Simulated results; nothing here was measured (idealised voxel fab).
The process module presented herein is designated voxel plated lines.
Cross-section cut spans 240 nm and uses square cells 5 nm in size.
A cross-section is written here as square cells arranged in a grid, and it is given in bands from the top down, each band taking up one or more rows of cells.
Per band: top height and bottom height in nm, followed by the left-to-right materials and their widths in nm; "full width" marks a single material spanning edge to edge, "air" marks empty space.
Heights are expressed relative to 0, this being the level below which the as-received wafer comprises one material exclusively. The lowest band is unbounded in the downward direction and is denoted as in "0 and below".
A width such as "30->40" changes by the same amount from each row of cells to the next, from the band's top row to its bottom row.
What does "no change" mean for a step? It means no cell of the cross-section changed in that step.
In the "Closed void entries" entry, you get each enclosed empty space of 8 cells or more, one with no open way to the top, written width x height at distance, distance from the left edge, in nm.
The remark found on a step's line after its settings is issued by the simulator itself and pertains to that step.
"overlay nm" on a masked step: distance the mask lay right of its planned place, negative for left.

Planned step list for the process
step 1: RECEIVE with material Si
step 2: CONFORMAL_DEP with material SiN, thk nm 15
step 3: DIRECTIONAL_DEP with material TiN, thk nm 5
step 4: PATTERN with tone open, mask id LINES, material resist, width nm 20, pitch nm 50, thk nm 35, overlay nm 0
step 5: EPI with material Ru, thk nm 5
step 6: EPI with material Ru, thk nm 5
step 7: EPI with material Ru, thk nm 10
step 8: STRIP with etch materials resist
step 9: DIRECTIONAL_ETCH with etch materials TiN, depth nm 5
step 10: CONFORMAL_DEP with material SiN, thk nm 10

Cross-section of the wafer as it came to us, i.e., already through step 1
	0 and below  Si full width
	Closed void entries: none

Starting structure and process plan are as shown above, but one mistake was made in running the module; the wafer cross-section at the end of the module follows
	50 down to 40  SiN full width
	40 down to 20  Ru: 60, SiN: 20, Ru: 30, SiN: 20, Ru: 30, SiN: 20, Ru: 60
	20 down to 15  TiN: 60, SiN: 20, TiN: 30, SiN: 20, TiN: 30, SiN: 20, TiN: 60
	15 down to 0  SiN full width
	0 and below  Si full width
	Closed void entries: none
what went wrong: step 4 changed vs plan, executed as PATTERN with tone cover, mask id LINES, material resist, width nm 20, pitch nm 50, thk nm 35, overlay nm 0
